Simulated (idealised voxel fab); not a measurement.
The following is a process module called voxel local oxidation.
In the cross-section labelled cut, the width is 185 nm and each square cell is 5 nm.
A cross-section is written here as square cells arranged in a grid, and it is given in bands from the top down, each band taking up one or more rows of cells.
Look at the band entry: it leads with the top's height and the bottom's height in nm. Then it lists the materials left to right, with a width in nm for each. The word "full width" on a single material says that material fills the band edge to edge. The word "air" is empty space.
For the purposes of this specification, 0 denotes the height below which the wafer in its as-received condition is composed wholly of one material, and the lowermost band, lacking a lower limit, extends downward without end, as expressed in "0 nm and below".
A two-number width, for instance "30->40", indicates that the width is equal to the first number in the top row of the band and to the second number in the bottom row, and that it changes by a constant amount per row of cells.
"nothing different" (step): cross-section cells unchanged, all of them.
The list in "Fully enclosed voids" covers empty spaces of 8 cells or more that cannot reach the top through any open way, and it gives each as width x height at distance; the distance is from the left edge, and width, height and distance are in nm.
after a step's settings: what the simulator itself notes on the step
overlay nm: for a step with a mask, the amount by which the mask lay right of where it was planned; a negative amount means left of it.
Intended process steps:
1. RECEIVE: material Si
2. OXIDIZE: depth nm 5
3. CONFORMAL_DEP: material SiN, thk nm 15
4. PATTERN: tone cover, mask id ACTIVE, material resist, width nm 105, thk nm 20, overlay nm 0
5. DIRECTIONAL_ETCH: etch materials SiN, depth nm 15
6. STRIP: etch materials resist
7. SELECTIVE_ETCH: etch materials SiO2, depth nm 5
8. OXIDIZE: depth nm 10
9. STRIP: etch materials SiN
Step 1 complete: cross-section of the wafer as received:
> 0 nm and below = Si full width
> Fully enclosed voids: none
End-of-module XS, first of two wafers, run as planned:
> 0 nm to -5 nm = air 45 | SiO2 95 | air 45
> -5 nm to -15 nm = SiO2 55 | Si 75 | SiO2 55
> -15 nm and below = Si full width
> Fully enclosed voids: none
Cross-section at end of module for the second wafer of two, which matched the first in starting point and plan and differed by one mistake in its processing:
> 0 nm to -5 nm = SiO2 35 | air 115 | SiO2 35
> -5 nm to -15 nm = Si 25 | SiO2 135 | Si 25
> -15 nm and below = Si full width
> Fully enclosed voids: none
Short version of what went wrong: note that step 4 departed from the planned setting and was carried out as PATTERN: tone open, mask id ACTIVE, material resist, width nm 105, thk nm 20, overlay nm 0
End of process, cell counts, second wafer against first, materials with more or fewer: 10 fewer of Si; 5 more of SiO2
